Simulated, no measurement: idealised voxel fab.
Proc. module: voxel air gaps
Square cells of 5 nm make up the cross-section cut, whose width is 255 nm.
A cross-section is a grid of square cells, given in bands from the top down. A band is one or more rows of cells.
This entry defines a band. It first specifies the height of the band's top and the height of its bottom in nm, and then specifies the band's materials from left to right, stating each material with its width in nm. The word "everywhere" identifies a single material that fills the band from edge to edge, while the word "air" identifies empty space.
Ref level 0: as-received wafer is one material below here. Bottom band extends down with no lower bound ("top 0, no bottom").
Top row gets the first number, bottom row gets the second, and each row in between changes by the same step: that is how a band width like "30 to 40" works.
You'll sometimes find "all unchanged" written for a step, and that's the way of saying that nowhere in the cross-section did a cell change during that step.
Closed empty spaces (no open way to the top) of 8 cells or more are what "Unvented internal voids" lists, each as width x height at distance from the left edge, nm for all three.
Text after the settings on a step's line: the simulator's own remark on that step.
overlay nm: for a step with a mask, the amount by which the mask lay right of where it was planned; a negative amount means left of it.
Process steps - plan:
step 1: RECEIVE,material Si
step 2: CONFORMAL_DEP,material SiO2,thk nm 10
step 3: CONFORMAL_DEP,material SiN,thk nm 5
step 4: DIRECTIONAL_DEP,material lowk,thk nm 40
step 5: PATTERN,tone open,mask id LINES,material resist,width nm 15,pitch nm 40,thk nm 15,overlay nm 0
step 6: DIRECTIONAL_ETCH,etch materials lowk,depth nm 40
step 7: STRIP,etch materials resist
step 8: CONFORMAL_DEP,material TiN,thk nm 5
step 9: FILL_DEP,material Cu,thk nm 5
step 10: CMP,height nm 55
step 11: EPI,material Ru,thk nm 10
step 12: SELECTIVE_ETCH,etch materials lowk,depth nm 50
step 13: CONFORMAL_DEP,material SiN,thk nm 5
Here's what the wafer looked like in cross-section when it arrived - that's after step 1:
* top 0, no bottom = Si everywhere
* Unvented internal voids: none
End-of-module XS, first of two wafers, run as planned:
* top 70, bottom 65 = air (45)  SiN (165)  air (45)
* top 65, bottom 55 = air (45)  SiN (5)  Ru (35)  SiN (5)  Ru (35)  SiN (5)  Ru (35)  SiN (5)  Ru (35)  SiN (5)  air (45)
* top 55, bottom 50 = air (45)  SiN (15)  TiN (5)  Cu (5)  TiN (5)  SiN (25)  TiN (5)  Cu (5)  TiN (5)  SiN (25)  TiN (5)  Cu (5)  TiN (5)  SiN (25)  TiN (5)  Cu (5)  TiN (5)  SiN (15)  air (45)
* top 50, bottom 20 = air (55)  SiN (5)  TiN (5)  Cu (5)  TiN (5)  SiN (5)  air (15)  SiN (5)  TiN (5)  Cu (5)  TiN (5)  SiN (5)  air (15)  SiN (5)  TiN (5)  Cu (5)  TiN (5)  SiN (5)  air (15)  SiN (5)  TiN (5)  Cu (5)  TiN (5)  SiN (5)  air (55)
* top 20, bottom 15 = SiN (60)  TiN (15)  SiN (25)  TiN (15)  SiN (25)  TiN (15)  SiN (25)  TiN (15)  SiN (60)
* top 15, bottom 10 = SiN everywhere
* top 10, bottom 0 = SiO2 everywhere
* top 0, no bottom = Si everywhere
* Unvented internal voids: 15 x 30 at 80; 15 x 30 at 120; 15 x 30 at 160
Now the second wafer, cross-sectioned at the end of the module. Nothing different at the start, nothing different in the plan compared with the first, just one mistake when it was actually run:
* top 70, bottom 65 = SiN everywhere
* top 65, bottom 55 = Ru everywhere
* top 55, bottom 20 = Cu (55)  TiN (5)  lowk (15)  TiN (5)  Cu (15)  TiN (5)  lowk (15)  TiN (5)  Cu (15)  TiN (5)  lowk (15)  TiN (5)  Cu (15)  TiN (5)  lowk (15)  TiN (5)  Cu (55)
* top 20, bottom 15 = TiN (60)  lowk (15)  TiN (25)  lowk (15)  TiN (25)  lowk (15)  TiN (25)  lowk (15)  TiN (60)
* top 15, bottom 10 = SiN everywhere
* top 10, bottom 0 = SiO2 everywhere
* top 0, no bottom = Si everywhere
* Unvented internal voids: none
Heads up, the wafer didn't run the way we planned it: step 5 did not happen as planned, as run it was PATTERN,tone cover,mask id LINES,material resist,width nm 15,pitch nm 40,thk nm 15,overlay nm 0
Wafer comparison, final, in cells, second relative to first, materials more or fewer: +189 Cu, +46 Ru, -100 SiN, +27 TiN, +96 lowk
Long story short, the first wafer ends with 3 closed voids and the second one with 0.
